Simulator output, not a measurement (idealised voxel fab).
Process module in this document: voxel lift off
Square cells of 5 nm make up the cross-section cut, whose width is 195 nm.
Throughout this document, each cross-section is represented as a grid of square cells and is presented as a sequence of bands enumerated from the top downward, where a band comprises one or more rows of cells. Basically the band line says how high the top is and how high the bottom is, in nm, and then what's in it from left to right, every material with its width in nm. Empty space shows up as "blank", and if a single material carries "full width" it runs the full band edge to edge. Where do heights start? At 0: under that level the wafer as delivered is made of one material only. And the lowest band has no floor; it just carries on downward, as in "0..down". Width: "30->40" (first number = top row, second number = bottom row, same change from row to row of cells). Take "all unchanged" at face value: in the step it is given for, the cross-section changed in none of its cells. Entry "Closed voids list". Content: empty spaces with no open connection to the top, size 8 cells or greater. Each: width x height at distance. Distance: from left edge. Unit: nm. Note: text after step settings on the step line = simulator remark on that step. overlay nm: where the mask lay relative to plan, measured to the right, on steps with a mask; negatives go left.

[Steps in the process plan]
1) RECEIVE with material Si
2) CONFORMAL_DEP with material SiN, thk nm 10
3) PATTERN with tone open, mask id LINES, material resist, width nm 15, pitch nm 45, thk nm 20, overlay nm 0
4) DIRECTIONAL_DEP with material Ru, thk nm 5
5) STRIP with etch materials resist
6) CONFORMAL_DEP with material SiCN, thk nm 5

[The first of two wafers, run as planned]

[So this is the incoming wafer in cross-section - it's already been through step 1]
* 0..down = Si full width
* Closed voids list: none

[So this is the wafer cross-section right after step 2]
* 10..0 = SiN full width
* Lower than 0, everything is as it was.

[So this is the wafer cross-section right after step 3]
* 30..10 = resist 20 | blank 15 | resist 30 | blank 15 | resist 30 | blank 15 | resist 30 | blank 15 | resist 25
* Lower than 10, everything is as it was.

[So this is the wafer cross-section right after step 4]
* 35..30 = Ru 20 | blank 15 | Ru 30 | blank 15 | Ru 30 | blank 15 | Ru 30 | blank 15 | Ru 25
* 30..15 = resist 20 | blank 15 | resist 30 | blank 15 | resist 30 | blank 15 | resist 30 | blank 15 | resist 25
* 15..10 = resist 20 | Ru 15 | resist 30 | Ru 15 | resist 30 | Ru 15 | resist 30 | Ru 15 | resist 25
* Lower than 10, everything is as it was.

[So this is the wafer cross-section right after step 5]
* 15..10 = blank 20 | Ru 15 | blank 30 | Ru 15 | blank 30 | Ru 15 | blank 30 | Ru 15 | blank 25
* Lower than 10, everything is as it was.

[So this is the wafer cross-section right after step 6]
* 20..15 = blank 15 | SiCN 25 | blank 20 | SiCN 25 | blank 20 | SiCN 25 | blank 20 | SiCN 25 | blank 20
* 15..10 = SiCN 20 | Ru 15 | SiCN 30 | Ru 15 | SiCN 30 | Ru 15 | SiCN 30 | Ru 15 | SiCN 25
* Lower than 10, everything is as it was.

[Second of two: same start, same plan, one run error; steps up to and including 5 match the first]

[Second wafer, cut view, end of step 6 per plan]
* 30..25 = blank 5 | SiCN 180 | blank 10
* 25..15 = SiCN full width
* 15..10 = SiCN 20 | Ru 15 | SiCN 30 | Ru 15 | SiCN 30 | Ru 15 | SiCN 30 | Ru 15 | SiCN 25
* Lower than 10, everything is as it was.
The mistake made against the process plan was this: step 6 was not run as planned; what actually ran was CONFORMAL_DEP with material SiCN, thk nm 15
In the final state, the cell counts of the second wafer exceed or fall short of those of the first for the following materials: SiCN: 94 more
